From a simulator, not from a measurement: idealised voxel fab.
Title: Process Module voxel ribs on slabs
We display cut, a cross-section 270 nm in width whose square cells are each 5 nm.
Reading order for cross-sections: top band down to bottom band. Underlying form: a grid of square cells. Band size: one or more rows of cells.
Per band: top height and bottom height in nm, followed by the left-to-right materials and their widths in nm; "edge to edge" marks a single material spanning edge to edge, "blank" marks empty space.
Beneath 0, the wafer as received is one material, and that level is where height counting begins. The lowest band goes on downward without a bottom; it is written like "from 0 down".
A two-number width, for instance "30..40", indicates that the width is equal to the first number in the top row of the band and to the second number in the bottom row, and that it changes by a constant amount per row of cells.
"no alteration" -> step changed no cross-section cell.
Empty spaces counting at least 8 cells and having no open way to the top are listed in "Unvented internal voids". The notation width x height at distance is used for each, the distance being from the left edge and all three values in nm.
Post-settings text on a step line: simulator's own remark regarding the step.
"overlay nm" answers the question of how far to the right of plan the mask lay on a step that has a mask, and when it is negative the answer is to the left.

# The steps planned for the process are as follows
1. RECEIVE [material Si]
2. DIRECTIONAL_DEP [material SiO2] [thk nm 25]
3. DIRECTIONAL_DEP [material SiN] [thk nm 20]
4. PATTERN [tone cover] [mask id RIB] [material resist] [width nm 30] [thk nm 15] [overlay nm 0]
5. DIRECTIONAL_ETCH [etch materials SiN] [depth nm 5]
6. STRIP [etch materials resist]
7. MASKED_ETCH [tone cover] [mask id SLAB] [width nm 80] [etch materials SiN] [depth nm 5] [overlay nm 0]
8. FILL_DEP [material SiO2] [thk nm 25]
9. CMP [height nm 65]
10. DIRECTIONAL_DEP [material TiN] [thk nm 5]
11. DIRECTIONAL_DEP [material aC] [thk nm 15]
12. PATTERN [tone cover] [mask id HEATER] [material resist] [width nm 40] [thk nm 35] [overlay nm 0]
13. DIRECTIONAL_ETCH [etch materials aC] [depth nm 15]
14. STRIP [etch materials resist]
15. DIRECTIONAL_ETCH [etch materials TiN] [depth nm 5]
16. STRIP [etch materials aC]
17. CONFORMAL_DEP [material SiO2] [thk nm 10]
Heads up: all these wafers start the same, and what changes between them is the depth nm in step 5. The value you see in the plan is just what the first wafer got.

# So this is the first of several wafers, cross-sectioned as it came to us, meaning it's at the end of step 1
    from 0 down = Si edge to edge
    Unvented internal voids: none

# First of several wafers: cross-section at the end of the module, after step 17, its last step
    from 80 to 75 = blank (105), SiO2 (60), blank (105)
    from 75 to 70 = SiO2 edge to edge
    from 70 to 65 = SiO2 (115), TiN (40), SiO2 (115)
    from 65 to 45 = SiO2 edge to edge
    from 45 to 35 = SiO2 (120..95), SiN (30..80), SiO2 (120..95)
    from 35 to 25 = SiN edge to edge
    from 25 to 0 = SiO2 edge to edge
    from 0 down = Si edge to edge
    Unvented internal voids: none

# Showing the last wafer in cross-section at the end of the module
    from 80 to 75 = blank (105), SiO2 (60), blank (105)
    from 75 to 70 = SiO2 edge to edge
    from 70 to 65 = SiO2 (115), TiN (40), SiO2 (115)
    from 65 to 45 = SiO2 edge to edge
    from 45 to 25 = SiO2 (120), SiN (30), SiO2 (120)
    from 25 to 0 = SiO2 edge to edge
    from 0 down = Si edge to edge
    Unvented internal voids: none

# Table: wafers, a row each; end-of-module cell change per material since receipt, gain (+), loss (-); then closed voids
depth nm 5, +130 SiN, +684 SiO2, +8 TiN, Unvented internal voids: none
depth nm 10, +82 SiN, +732 SiO2, +8 TiN, Unvented internal voids: none
depth nm 15, +34 SiN, +780 SiO2, +8 TiN, Unvented internal voids: none
depth nm 20, +24 SiN, +790 SiO2, +8 TiN, Unvented internal voids: none
depth nm 25, +24 SiN, +790 SiO2, +8 TiN, Unvented internal voids: none
depth nm 30, +24 SiN, +790 SiO2, +8 TiN, Unvented internal voids: none
